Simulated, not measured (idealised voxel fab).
Process module heading - voxel transistor to metal
It is cross-section cut that appears here, measuring 205 nm in width, its square cells being 5 nm in size.
Cross-sections here: square-cell grids, written as top-down lists of bands, a band being one or more rows of cells. What a band's entry tells you: where the top is and where the bottom is, as heights in nm, and after that what lies inside, material by material from left to right, each with its width in nm. Empty space is written as the word "empty", and a single material marked with the word "throughout" occupies the band from edge to edge. The level at which height equals 0 is the one under which the wafer, as it arrives, is entirely one material. No lower edge exists for the bottom band, which continues downward and is notated as in "0 and below". Graded width ("30..40"): value in top row of band = first number; value in bottom row = second number; row-to-row change constant. "all unchanged", as given for a step, is the statement that not any cell of the cross-section underwent a change during that step. So "Completely sealed voids" is basically the list of trapped voids: any empty space of 8 cells or more that can't reach the top through an opening. They're written width x height at distance, the distance being from the left edge, and it's all nm. That trailing text on a step's line, after the settings, is the simulator's own remark on the step. The setting "overlay nm" may be written on the line of a step. When the step uses a mask, the value reports how far to the right of the planned place the mask lay, and a negative value reports that it lay to the left. For the reader: what remains of this document is a series of pairs, each showing a cross-section before one process step and a cross-section after that step which reaches down only to the lowest band that changed, with the step between them and its settings set out under the pair. It should not be assumed that a pair continues from the pair above it; the pairs can come from different runs of this module on the same starting wafer, and such continuity exists only where the entry headed "Before processing step" says so.
-- Before processing step
    110 down to 95  SiO2 50; empty 20; SiO2 60; empty 20; SiO2 55
    95 down to 80  SiO2 50; empty 15; SiO2 65; empty 15; SiO2 60
    80 down to 75  SiCN 50; empty 15; SiCN 65; empty 15; SiCN 60
    75 down to 50  lowk 50; TiN 5; Cu 10; TiN 5; lowk 60; TiN 5; Cu 10; TiN 5; lowk 55
    50 down to 45  SiCN 50; TiN 20; SiCN 60; TiN 20; SiCN 55
    45 down to 35  W 45; TiN 5; SiO2 20; TiN 5; W 50; TiN 5; SiO2 20; TiN 5; W 50
    35 down to 30  W 45; TiN 5; SiO2 20; TiN 60; SiO2 20; TiN 5; W 50
    30 down to 20  W 45; TiN 5; SiO2 20; TiN 10; SiN 10; SiCN 20; SiN 10; TiN 10; SiO2 20; TiN 5; W 50
    20 down to 10  W 45; TiN 5; SiO2 20; TiN 10; SiN 10; polySi 20; SiN 10; TiN 10; SiO2 20; TiN 5; W 50
    10 down to 5  W 35; TiN 15; SiO2 20; TiN 10; SiN 10; polySi 20; SiN 10; TiN 10; SiO2 20; TiN 15; W 40
    5 down to 0  W 35; TiN 5; SiN 10; SiO2 20; TiN 10; SiN 10; polySi 20; SiN 10; TiN 10; SiO2 20; SiN 10; TiN 5; W 40
    0 down to -5  TiN 40; SiO2 10; SiGe 5; SiO2 15; TiN 5; SiGe 5; SiO2 40; SiGe 5; TiN 5; SiO2 15; SiGe 5; SiO2 10; TiN 45
    -5 down to -10  SiO2 45; Si 5; SiGe 30; Si 40; SiGe 30; Si 5; SiO2 50
    -10 down to -25  SiO2 45; Si 110; SiO2 50
    -25 and below  Si throughout
    Completely sealed voids: none
-- after
    115 down to 110  TiN 55; empty 10; TiN 70; empty 10; TiN 60
    110 down to 100  SiO2 50; TiN 5; empty 10; TiN 5; SiO2 60; TiN 5; empty 10; TiN 5; SiO2 55
    100 down to 95  SiO2 50; TiN 5; empty 5; TiN 10; SiO2 60; TiN 5; empty 5; TiN 10; SiO2 55
    95 down to 80  SiO2 50; TiN 5; empty 5; TiN 5; SiO2 65; TiN 5; empty 5; TiN 5; SiO2 60
    80 down to 75  SiCN 50; TiN 15; SiCN 65; TiN 15; SiCN 60
    Under 75: no change, same as before.
    Completely sealed voids: none
Step between the cross-sections above: CONFORMAL_DEP with material TiN, thk nm 5
Before processing step: we pick up right where the pair above leaves off, with its after cross-section.
-- after
    125 down to 115  Cu throughout
    115 down to 110  TiN 55; Cu 10; TiN 70; Cu 10; TiN 60
    110 down to 100  SiO2 50; TiN 5; Cu 10; TiN 5; SiO2 60; TiN 5; Cu 10; TiN 5; SiO2 55
    100 down to 95  SiO2 50; TiN 5; Cu 5; TiN 10; SiO2 60; TiN 5; Cu 5; TiN 10; SiO2 55
    95 down to 80  SiO2 50; TiN 5; Cu 5; TiN 5; SiO2 65; TiN 5; Cu 5; TiN 5; SiO2 60
    Under 80: no change, same as before.
    Completely sealed voids: none
Step between the cross-sections above: FILL_DEP with material Cu, thk nm 10
Before processing step: we pick up right where the pair above leaves off, with its after cross-section.
-- after
    110 down to 100  SiO2 50; TiN 5; Cu 10; TiN 5; SiO2 60; TiN 5; Cu 10; TiN 5; SiO2 55
    Under 100: no change, same as before.
    Completely sealed voids: none
Step between the cross-sections above: CMP with height nm 110
Before processing step: we pick up right where the pair above leaves off, with its after cross-section.
-- after
    115 down to 110  SiCN throughout
    Under 110: no change, same as before.
    Completely sealed voids: none
Step between the cross-sections above: CONFORMAL_DEP with material SiCN, thk nm 5
